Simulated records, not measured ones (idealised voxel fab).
A process module follows: voxel capacitor over wiring.
Cross-sectional view cut (width: 195 nm; square cell size: 5 nm).
Just so we're on the same page, the cross-sections are grids of square cells, and they're listed out in bands top to bottom, each band one or more rows deep. What a band's entry tells you: where the top is and where the bottom is, as heights in nm, and after that what lies inside, material by material from left to right, each with its width in nm. Empty space is written as the word "air", and a single material marked with the word "full width" occupies the band from edge to edge. Height 0 is the level under which the wafer as received is all one material. The lowest band goes on downwards, as in "0 nm and below". A two-number width, for instance "30..40", indicates that the width is equal to the first number in the top row of the band and to the second number in the bottom row, and that it changes by a constant amount per row of cells. "nothing different" -> step changed no cross-section cell. "Voids, fully enclosed": empty spaces of 8 cells or more with no open way to the top, each given as width x height at distance, distance from the left edge, all in nm. Step line, after settings: the simulator's comment on this step. Steps that use a mask can have "overlay nm" on their line. It says how far the mask sat to the right of where it was meant to be. Negative means to the left.

plan:
| 1 | RECEIVE (material Si) |
| 2 | CONFORMAL_DEP (material SiO2; thk nm 15) |
| 3 | CONFORMAL_DEP (material SiCN; thk nm 5) |
| 4 | DIRECTIONAL_DEP (material lowk; thk nm 20) |
| 5 | MASKED_ETCH (tone open; mask id METAL_1; width nm 20; pitch nm 80; etch materials lowk; depth nm 20; overlay nm 0) |
| 6 | MASKED_ETCH (tone open; mask id METAL_1; width nm 20; pitch nm 80; etch materials SiCN; depth nm 5; overlay nm 0) |
| 7 | CONFORMAL_DEP (material TiN; thk nm 5) |
| 8 | FILL_DEP (material Cu; thk nm 5) |
| 9 | CMP (height nm 40) |
| 10 | CONFORMAL_DEP (material SiCN; thk nm 5) |
| 11 | DIRECTIONAL_DEP (material lowk; thk nm 20) |
| 12 | DIRECTIONAL_DEP (material aC; thk nm 10) |
| 13 | PATTERN (tone open; mask id PLUG_1; material resist; width nm 15; thk nm 25; overlay nm 0) |
| 14 | DIRECTIONAL_ETCH (etch materials aC; depth nm 10) |
| 15 | STRIP (etch materials resist) |
| 16 | DIRECTIONAL_ETCH (etch materials lowk; depth nm 20) |
| 17 | DIRECTIONAL_ETCH (etch materials SiCN; depth nm 5) |
| 18 | STRIP (etch materials aC) |
| 19 | CONFORMAL_DEP (material TiN; thk nm 5) |
| 20 | FILL_DEP (material Ru; thk nm 10) |
| 21 | CMP (height nm 65) |
| 22 | DIRECTIONAL_DEP (material TiN; thk nm 5) |
| 23 | DIRECTIONAL_DEP (material Al2O3; thk nm 5) |
| 24 | DIRECTIONAL_DEP (material TiN; thk nm 10) |
| 25 | MASKED_ETCH (tone cover; mask id UPPER_PLATE; width nm 65; etch materials TiN; depth nm 10; overlay nm 0) |
| 26 | MASKED_ETCH (tone cover; mask id UPPER_PLATE; width nm 65; etch materials Al2O3; depth nm 5; overlay nm 0) |
| 27 | MASKED_ETCH (tone cover; mask id LOWER_PLATE; width nm 75; etch materials TiN; depth nm 5; overlay nm 0) |
| 28 | FILL_DEP (material SiO2; thk nm 15) |
| 29 | CMP (height nm 85) |
| 30 | PATTERN (tone open; mask id PLUG_2; material resist; width nm 15; thk nm 15; overlay nm 0) |
| 31 | DIRECTIONAL_ETCH (etch materials SiO2; depth nm 10) |
| 32 | STRIP (etch materials resist) |
| 33 | CONFORMAL_DEP (material TiN; thk nm 5) |
| 34 | FILL_DEP (material W; thk nm 5) |
| 35 | CMP (height nm 95) |
| 36 | CONFORMAL_DEP (material SiCN; thk nm 5) |
Wafers differ in height nm at step 29; plan lists the first wafer's value; identical starting state.

Received wafers, first of several: cross-section after step 1:
  0 nm and below = Si full width
  Voids, fully enclosed: none

So in this table every wafer gets its own row, and what you see is where it stands at the end of the module: for each material, how many cells it picked up (+) or gave up (-) since we received it, and after that its closed voids:
height nm 85; +13 Al2O3; +16 Cu; +4 Ru; +106 SiCN; +219 SiO2; +115 TiN; +39 W; +268 lowk; Voids, fully enclosed: none
height nm 90; +13 Al2O3; +16 Cu; +4 Ru; +106 SiCN; +255 SiO2; +117 TiN; +1 W; +268 lowk; Voids, fully enclosed: none
height nm 95; +13 Al2O3; +16 Cu; +4 Ru; +106 SiCN; +291 SiO2; +81 TiN; +1 W; +268 lowk; Voids, fully enclosed: none
height nm 100; +13 Al2O3; +16 Cu; +4 Ru; +106 SiCN; +294 SiO2; +79 TiN; +268 lowk; Voids, fully enclosed: none
